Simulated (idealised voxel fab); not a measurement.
Process module in this document: voxel double patterning
Cross-section cut: width 280 nm, square cells of 5 nm.
Reading order for cross-sections: top band down to bottom band. Underlying form: a grid of square cells. Band size: one or more rows of cells. Quick guide to a band line: top height, bottom height (nm) up front; then every material left to right with its width in nm. Only one material and it's marked "all across"? Then it fills the band edge to edge. And "air" just means empty space. All heights in this document are referenced to 0, defined as the level beneath which the wafer, as received, consists entirely of one material. The lowest band is not bounded below; it extends indefinitely downward and is written in the form "top 0, no bottom". It should be noted that a width expressed as "30->40" varies in equal increments from row to row of cells within the band, taking the value of the first number at the top row and that of the second number at the bottom row. The designation "everything unchanged", where it is given for a processing step, indicates that no cell of the cross-section was altered in the course of that step. So "Enclosed internal cavities" is basically the list of trapped voids: any empty space of 8 cells or more that can't reach the top through an opening. They're written width x height at distance, the distance being from the left edge, and it's all nm. If you see something after the settings on a step's line, that's the simulator's own remark about that step. If you see "overlay nm" on a step's line and that step has a mask, it's telling you how far right of where it was planned the mask ended up; a negative number means it went left instead.

[Below is the list of planned process steps]
step 1: RECEIVE | material Si
step 2: CONFORMAL_DEP | material SiO2 | thk nm 5
step 3: DIRECTIONAL_DEP | material W | thk nm 10
step 4: DIRECTIONAL_DEP | material SiN | thk nm 10
step 5: MASKED_ETCH | tone open | mask id FIRST | width nm 15 | pitch nm 50 | etch materials SiN | depth nm 10 | overlay nm 0
step 6: PATTERN | tone open | mask id SECOND | material resist | width nm 15 | pitch nm 50 | thk nm 15 | overlay nm 0
step 7: DIRECTIONAL_ETCH | etch materials SiN | depth nm 10
step 8: STRIP | etch materials resist
step 9: DIRECTIONAL_ETCH | etch materials W | depth nm 10
step 10: STRIP | etch materials SiN

[Cross-section of the wafer at receipt, which is the condition after step 1]
> top 0, no bottom: Si all across
> Enclosed internal cavities: none

[Below is the wafer in cross-section after the module was completed. It began from the starting point shown above and followed the plan shown above, except that one mistake was made while running it]
> top 15, bottom 5: W 80 nm | air 15 nm | W 20 nm | air 30 nm | W 20 nm | air 30 nm | W 85 nm
> top 5, bottom 0: SiO2 all across
> top 0, no bottom: Si all across
> Enclosed internal cavities: none
The mistake made against the process plan was this: step 6 deviated from plan and actually ran as PATTERN | tone open | mask id SECOND | material resist | width nm 15 | pitch nm 50 | thk nm 15 | overlay nm 10
